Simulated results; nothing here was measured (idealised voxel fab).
Process module, titled voxel capacitor over wiring
We display cut, a cross-section 165 nm in width whose square cells are each 5 nm.
Think of the cross-section as a grid of square cells. We describe it in bands, top to bottom, and each band covers one or more rows of those cells.
Within each band entry, the heights of the top and of the bottom of the band appear first, in that order and in nm; the materials of the band then follow from left to right, each with its corresponding width in nm. The designation "edge to edge" on a single material indicates that it fills the band from edge to edge; the designation "blank" indicates empty space.
Heights are expressed relative to 0, this being the level below which the as-received wafer comprises one material exclusively. The lowest band is unbounded in the downward direction and is denoted as in "z 0 and below".
With a width like "30->40", each row of cells in the band differs from the next by the same amount, the top row carrying the first number and the bottom row the second.
Reading "remained the same" for a step: not a cell of the cross-section changed in it.
For the entry "Sealed voids", the listed items are empty spaces with no open way to the top whose size is 8 cells or more; each item follows the pattern width x height at distance, where distance is from the left edge and all three are in nm.
If you see something after the settings on a step's line, that's the simulator's own remark about that step.
overlay nm: step with mask; distance mask lay right of planned place; negative value = left of planned place.

Process steps - plan
1. RECEIVE [material Si]
2. CONFORMAL_DEP [material SiO2] [thk nm 10]
3. DIRECTIONAL_DEP [material TiN] [thk nm 5]
4. DIRECTIONAL_DEP [material W] [thk nm 25]
5. PATTERN [tone cover] [mask id METAL_1] [material resist] [width nm 30] [pitch nm 90] [thk nm 20] [overlay nm 0]
6. DIRECTIONAL_ETCH [etch materials W] [depth nm 25]
7. DIRECTIONAL_ETCH [etch materials TiN] [depth nm 5]
8. STRIP [etch materials resist]
9. FILL_DEP [material lowk] [thk nm 10]
10. CMP [height nm 40]
11. CONFORMAL_DEP [material SiCN] [thk nm 5]
12. DIRECTIONAL_DEP [material lowk] [thk nm 10]
13. MASKED_ETCH [tone open] [mask id PLUG_1] [width nm 15] [etch materials lowk] [depth nm 10] [overlay nm 0]
14. MASKED_ETCH [tone open] [mask id PLUG_1] [width nm 15] [etch materials SiCN] [depth nm 5] [overlay nm 0]
15. CONFORMAL_DEP [material TiN] [thk nm 5]
16. FILL_DEP [material Ru] [thk nm 5]
17. CMP [height nm 55]
18. DIRECTIONAL_DEP [material TiN] [thk nm 10]
19. DIRECTIONAL_DEP [material SiN] [thk nm 5]
20. DIRECTIONAL_DEP [material TiN] [thk nm 10]
21. DIRECTIONAL_DEP [material aC] [thk nm 15]
22. PATTERN [tone cover] [mask id UPPER_PLATE] [material resist] [width nm 65] [thk nm 35] [overlay nm 0]
23. DIRECTIONAL_ETCH [etch materials aC] [depth nm 15]
24. STRIP [etch materials resist]
25. DIRECTIONAL_ETCH [etch materials TiN] [depth nm 10]
26. DIRECTIONAL_ETCH [etch materials SiN] [depth nm 5]
27. STRIP [etch materials aC]
28. MASKED_ETCH [tone cover] [mask id LOWER_PLATE] [width nm 75] [etch materials TiN] [depth nm 10] [overlay nm 0]
29. FILL_DEP [material SiO2] [thk nm 20]
30. CMP [height nm 95]
31. PATTERN [tone open] [mask id PLUG_2] [material resist] [width nm 15] [thk nm 20] [overlay nm 0]
32. DIRECTIONAL_ETCH [etch materials SiO2] [depth nm 15]
33. STRIP [etch materials resist]
34. CONFORMAL_DEP [material TiN] [thk nm 5]
35. FILL_DEP [material Ru] [thk nm 10]
36. CMP [height nm 95]
37. CONFORMAL_DEP [material SiN] [thk nm 5]

What follows covers the first of two wafers; it ran as planned

Step 1 complete: cross-section of the wafer as received
* z 0 and below  Si edge to edge
* Sealed voids: none

Step 2 complete: cross-section through the wafer
* z 10 to 0  SiO2 edge to edge
* Under 0: no change, same as before.

Step 3 complete: cross-section through the wafer
* z 15 to 10  TiN edge to edge
* Under 10: no change, same as before.

Step 4 complete: cross-section through the wafer
* z 40 to 15  W edge to edge
* Under 15: no change, same as before.

Step 5 complete: cross-section through the wafer
* z 60 to 40  20 of blank, then 30 of resist, then 60 of blank, then 30 of resist, then 25 of blank
* Under 40: no change, same as before.

Step 6 complete: cross-section through the wafer
* z 60 to 40  20 of blank, then 30 of resist, then 60 of blank, then 30 of resist, then 25 of blank
* z 40 to 15  20 of blank, then 30 of W, then 60 of blank, then 30 of W, then 25 of blank
* Under 15: no change, same as before.

Step 7 complete: cross-section through the wafer
* z 60 to 40  20 of blank, then 30 of resist, then 60 of blank, then 30 of resist, then 25 of blank
* z 40 to 15  20 of blank, then 30 of W, then 60 of blank, then 30 of W, then 25 of blank
* z 15 to 10  20 of blank, then 30 of TiN, then 60 of blank, then 30 of TiN, then 25 of blank
* Under 10: no change, same as before.

Step 8 complete: cross-section through the wafer
* z 40 to 15  20 of blank, then 30 of W, then 60 of blank, then 30 of W, then 25 of blank
* Under 15: no change, same as before.

Step 9 complete: cross-section through the wafer
* z 50 to 40  lowk edge to edge
* z 40 to 15  20 of lowk, then 30 of W, then 60 of lowk, then 30 of W, then 25 of lowk
* z 15 to 10  20 of lowk, then 30 of TiN, then 60 of lowk, then 30 of TiN, then 25 of lowk
* Under 10: no change, same as before.

Step 10 complete: cross-section through the wafer
* z 40 to 15  20 of lowk, then 30 of W, then 60 of lowk, then 30 of W, then 25 of lowk
* Under 15: no change, same as before.

Step 11 complete: cross-section through the wafer
* z 45 to 40  SiCN edge to edge
* Under 40: no change, same as before.

Step 12 complete: cross-section through the wafer
* z 55 to 45  lowk edge to edge
* Under 45: no change, same as before.

Step 13 complete: cross-section through the wafer
* z 55 to 45  35 of lowk, then 15 of blank, then 115 of lowk
* Under 45: no change, same as before.

Step 14 complete: cross-section through the wafer
* z 55 to 45  35 of lowk, then 15 of blank, then 115 of lowk
* z 45 to 40  35 of SiCN, then 15 of blank, then 115 of SiCN
* Under 40: no change, same as before.

Step 15 complete: cross-section through the wafer
* z 60 to 55  40 of TiN, then 5 of blank, then 120 of TiN
* z 55 to 45  35 of lowk, then 5 of TiN, then 5 of blank, then 5 of TiN, then 115 of lowk
* z 45 to 40  35 of SiCN, then 15 of TiN, then 115 of SiCN
* Under 40: no change, same as before.

Step 16 complete: cross-section through the wafer
* z 65 to 60  Ru edge to edge
* z 60 to 55  40 of TiN, then 5 of Ru, then 120 of TiN
* z 55 to 45  35 of lowk, then 5 of TiN, then 5 of Ru, then 5 of TiN, then 115 of lowk
* Under 45: no change, same as before.

Step 17 complete: cross-section through the wafer
* z 55 to 45  35 of lowk, then 5 of TiN, then 5 of Ru, then 5 of TiN, then 115 of lowk
* Under 45: no change, same as before.

Step 18 complete: cross-section through the wafer
* z 65 to 55  TiN edge to edge
* Under 55: no change, same as before.

Step 19 complete: cross-section through the wafer
* z 70 to 65  SiN edge to edge
* Under 65: no change, same as before.

Step 20 complete: cross-section through the wafer
* z 80 to 70  TiN edge to edge
* Under 70: no change, same as before.

Step 21 complete: cross-section through the wafer
* z 95 to 80  aC edge to edge
* Under 80: no change, same as before.

Step 22 complete: cross-section through the wafer
* z 130 to 95  35 of blank, then 65 of resist, then 65 of blank
* Under 95: no change, same as before.

Step 23 complete: cross-section through the wafer
* z 115 to 95  35 of blank, then 65 of resist, then 65 of blank
* z 95 to 80  35 of blank, then 65 of aC, then 65 of blank
* Under 80: no change, same as before.

Step 24 complete: cross-section through the wafer
* z 95 to 80  35 of blank, then 65 of aC, then 65 of blank
* Under 80: no change, same as before.

Step 25 complete: cross-section through the wafer
* z 95 to 80  35 of blank, then 65 of aC, then 65 of blank
* z 80 to 70  35 of blank, then 65 of TiN, then 65 of blank
* Under 70: no change, same as before.

Step 26 complete: cross-section through the wafer
* z 95 to 80  35 of blank, then 65 of aC, then 65 of blank
* z 80 to 70  35 of blank, then 65 of TiN, then 65 of blank
* z 70 to 65  35 of blank, then 65 of SiN, then 65 of blank
* Under 65: no change, same as before.

Step 27 complete: cross-section through the wafer
* z 80 to 70  35 of blank, then 65 of TiN, then 65 of blank
* Under 70: no change, same as before.

Step 28 complete: cross-section through the wafer
* z 80 to 70  35 of blank, then 65 of TiN, then 65 of blank
* z 70 to 65  35 of blank, then 65 of SiN, then 65 of blank
* z 65 to 55  30 of blank, then 75 of TiN, then 60 of blank
* Under 55: no change, same as before.

Step 29 complete: cross-section through the wafer
* z 100 to 80  SiO2 edge to edge
* z 80 to 70  35 of SiO2, then 65 of TiN, then 65 of SiO2
* z 70 to 65  35 of SiO2, then 65 of SiN, then 65 of SiO2
* z 65 to 55  30 of SiO2, then 75 of TiN, then 60 of SiO2
* Under 55: no change, same as before.

Step 30 complete: cross-section through the wafer
* z 95 to 80  SiO2 edge to edge
* Under 80: no change, same as before.

Step 31 complete: cross-section through the wafer
* z 115 to 95  45 of resist, then 15 of blank, then 105 of resist
* Under 95: no change, same as before.

Step 32 complete: cross-section through the wafer
* z 115 to 95  45 of resist, then 15 of blank, then 105 of resist
* z 95 to 80  45 of SiO2, then 15 of blank, then 105 of SiO2
* Under 80: no change, same as before.

Step 33 complete: cross-section through the wafer
* z 95 to 80  45 of SiO2, then 15 of blank, then 105 of SiO2
* Under 80: no change, same as before.

Step 34 complete: cross-section through the wafer
* z 100 to 95  50 of TiN, then 5 of blank, then 110 of TiN
* z 95 to 85  45 of SiO2, then 5 of TiN, then 5 of blank, then 5 of TiN, then 105 of SiO2
* z 85 to 80  45 of SiO2, then 15 of TiN, then 105 of SiO2
* Under 80: no change, same as before.

Step 35 complete: cross-section through the wafer
* z 110 to 100  Ru edge to edge
* z 100 to 95  50 of TiN, then 5 of Ru, then 110 of TiN
* z 95 to 85  45 of SiO2, then 5 of TiN, then 5 of Ru, then 5 of TiN, then 105 of SiO2
* Under 85: no change, same as before.

Step 36 complete: cross-section through the wafer
* z 95 to 85  45 of SiO2, then 5 of TiN, then 5 of Ru, then 5 of TiN, then 105 of SiO2
* Under 85: no change, same as before.

Step 37 complete: cross-section through the wafer
* z 100 to 95  SiN edge to edge
* Under 95: no change, same as before.

Second of two: same start, same plan, one run error; steps up to and including 27 match the first

Planned end of step 28: second wafer, cross-section
* z 80 to 70  35 of blank, then 65 of TiN, then 65 of blank
* z 70 to 65  35 of blank, then 65 of SiN, then 65 of blank
* z 65 to 55  25 of blank, then 75 of TiN, then 65 of blank
* Under 55: no change, same as before.

Planned end of step 29: second wafer, cross-section
* z 100 to 80  SiO2 edge to edge
* z 80 to 70  35 of SiO2, then 65 of TiN, then 65 of SiO2
* z 70 to 65  35 of SiO2, then 65 of SiN, then 65 of SiO2
* z 65 to 55  25 of SiO2, then 75 of TiN, then 65 of SiO2
* Under 55: no change, same as before.

Planned end of step 30: second wafer, cross-section
* z 95 to 80  SiO2 edge to edge
* Under 80: no change, same as before.

Planned end of step 31: second wafer, cross-section
* z 115 to 95  45 of resist, then 15 of blank, then 105 of resist
* Under 95: no change, same as before.

Planned end of step 32: second wafer, cross-section
* z 115 to 95  45 of resist, then 15 of blank, then 105 of resist
* z 95 to 80  45 of SiO2, then 15 of blank, then 105 of SiO2
* Under 80: no change, same as before.

Planned end of step 33: second wafer, cross-section
* z 95 to 80  45 of SiO2, then 15 of blank, then 105 of SiO2
* Under 80: no change, same as before.

Planned end of step 34: second wafer, cross-section
* z 100 to 95  50 of TiN, then 5 of blank, then 110 of TiN
* z 95 to 85  45 of SiO2, then 5 of TiN, then 5 of blank, then 5 of TiN, then 105 of SiO2
* z 85 to 80  45 of SiO2, then 15 of TiN, then 105 of SiO2
* Under 80: no change, same as before.

Planned end of step 35: second wafer, cross-section
* z 110 to 100  Ru edge to edge
* z 100 to 95  50 of TiN, then 5 of Ru, then 110 of TiN
* z 95 to 85  45 of SiO2, then 5 of TiN, then 5 of Ru, then 5 of TiN, then 105 of SiO2
* Under 85: no change, same as before.

Planned end of step 36: second wafer, cross-section
* z 95 to 85  45 of SiO2, then 5 of TiN, then 5 of Ru, then 5 of TiN, then 105 of SiO2
* Under 85: no change, same as before.

Planned end of step 37: second wafer, cross-section
* z 100 to 95  SiN edge to edge
* Under 95: no change, same as before.
Short version of what went wrong: the process deviated at step 28: the operation and settings actually run there were MASKED_ETCH [tone cover] [mask id LOWER_PLATE] [width nm 75] [etch materials TiN] [depth nm 10] [overlay nm -5]
Tallied in cells, the final second wafer holds each material in the same quantity as the first, although not at the same places.
